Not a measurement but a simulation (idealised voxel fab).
This section sets out a process module, namely voxel self aligned contacts.
Section shown: cut. Width: 215 nm. Cell size: 5 nm, square.
A cross-section is written here as square cells arranged in a grid, and it is given in bands from the top down, each band taking up one or more rows of cells. Top height, bottom height, nm. Materials left to right, width each, nm. Single material + "throughout" = fills band edge to edge. "empty" = empty. It should be noted that heights are counted from 0, beneath which the wafer as supplied is of one material throughout, and that the lowest band possesses no lower boundary but continues downward, as written in "0 nm and below". A two-number width, for instance "30->40", indicates that the width is equal to the first number in the top row of the band and to the second number in the bottom row, and that it changes by a constant amount per row of cells. For the purposes of this document, the phrase "left unchanged" attached to a step denotes that no cell within the cross-section was modified by that step. The list in "Cavities, sealed" covers empty spaces of 8 cells or more that cannot reach the top through any open way, and it gives each as width x height at distance; the distance is from the left edge, and width, height and distance are in nm. It should be noted that, on the line of a given step, the content following the step's settings is a remark produced by the simulator itself with respect to that step. Each step line may optionally specify "overlay nm", which for a step with a mask gives the rightward distance between the mask's planned place and where it lay, a negative value indicating the leftward direction.

Listed below are the process steps as planned:
| 1 | RECEIVE,material Si |
| 2 | CONFORMAL_DEP,material SiO2,thk nm 5 |
| 3 | DIRECTIONAL_DEP,material polySi,thk nm 20 |
| 4 | DIRECTIONAL_DEP,material SiN,thk nm 25 |
| 5 | MASKED_ETCH,tone cover,mask id GATE,width nm 25,pitch nm 65,etch materials SiN,depth nm 25,overlay nm 0 |
| 6 | MASKED_ETCH,tone cover,mask id GATE,width nm 25,pitch nm 65,etch materials polySi,depth nm 20,overlay nm 0 |
| 7 | CONFORMAL_DEP,material SiN,thk nm 10 |
| 8 | DIRECTIONAL_ETCH,etch materials SiN,depth nm 10 |
| 9 | FILL_DEP,material SiO2,thk nm 20 |
| 10 | CMP,height nm 60 |
| 11 | DIRECTIONAL_DEP,material aC,thk nm 15 |
| 12 | PATTERN,tone open,mask id CONTACT,material resist,width nm 50,pitch nm 65,thk nm 35,overlay nm 0 |
| 13 | DIRECTIONAL_ETCH,etch materials aC,depth nm 15 |
| 14 | STRIP,etch materials resist |
| 15 | DIRECTIONAL_ETCH,etch materials SiO2,depth nm 60 |
| 16 | STRIP,etch materials aC |
| 17 | CONFORMAL_DEP,material TiN,thk nm 5 |
| 18 | FILL_DEP,material Ru,thk nm 5 |
| 19 | CMP,height nm 60 |
| 20 | CONFORMAL_DEP,material SiCN,thk nm 5 |

Cross-section of the wafer at receipt, which is the condition after step 1:
- 0 nm and below = Si throughout
- Cavities, sealed: none

End state of the module in cross-section, given the above starting point and plan and one mistake in execution:
- 65 nm to 60 nm = SiCN throughout
- 60 nm to 50 nm = 50 of SiO2; 5->20 of TiN; 40->10 of Ru; 5->20 of TiN; 15 of SiO2; 5->20 of TiN; 40->10 of Ru; 5->20 of TiN; 50 of SiO2
- 50 nm to 25 nm = 20 of SiO2; 45 of SiN; 5 of TiN; 10 of Ru; 5 of TiN; 45 of SiN; 5 of TiN; 10 of Ru; 5 of TiN; 45 of SiN; 20 of SiO2
- 25 nm to 10 nm = 20 of SiO2; 10 of SiN; 25 of polySi; 10 of SiN; 5 of TiN; 10 of Ru; 5 of TiN; 10 of SiN; 25 of polySi; 10 of SiN; 5 of TiN; 10 of Ru; 5 of TiN; 10 of SiN; 25 of polySi; 10 of SiN; 20 of SiO2
- 10 nm to 5 nm = 20 of SiO2; 10 of SiN; 25 of polySi; 10 of SiN; 20 of TiN; 10 of SiN; 25 of polySi; 10 of SiN; 20 of TiN; 10 of SiN; 25 of polySi; 10 of SiN; 20 of SiO2
- 5 nm to 0 nm = SiCN throughout
- 0 nm and below = Si throughout
- Cavities, sealed: none
Run error: step 2 ran as: CONFORMAL_DEP,material SiCN,thk nm 5
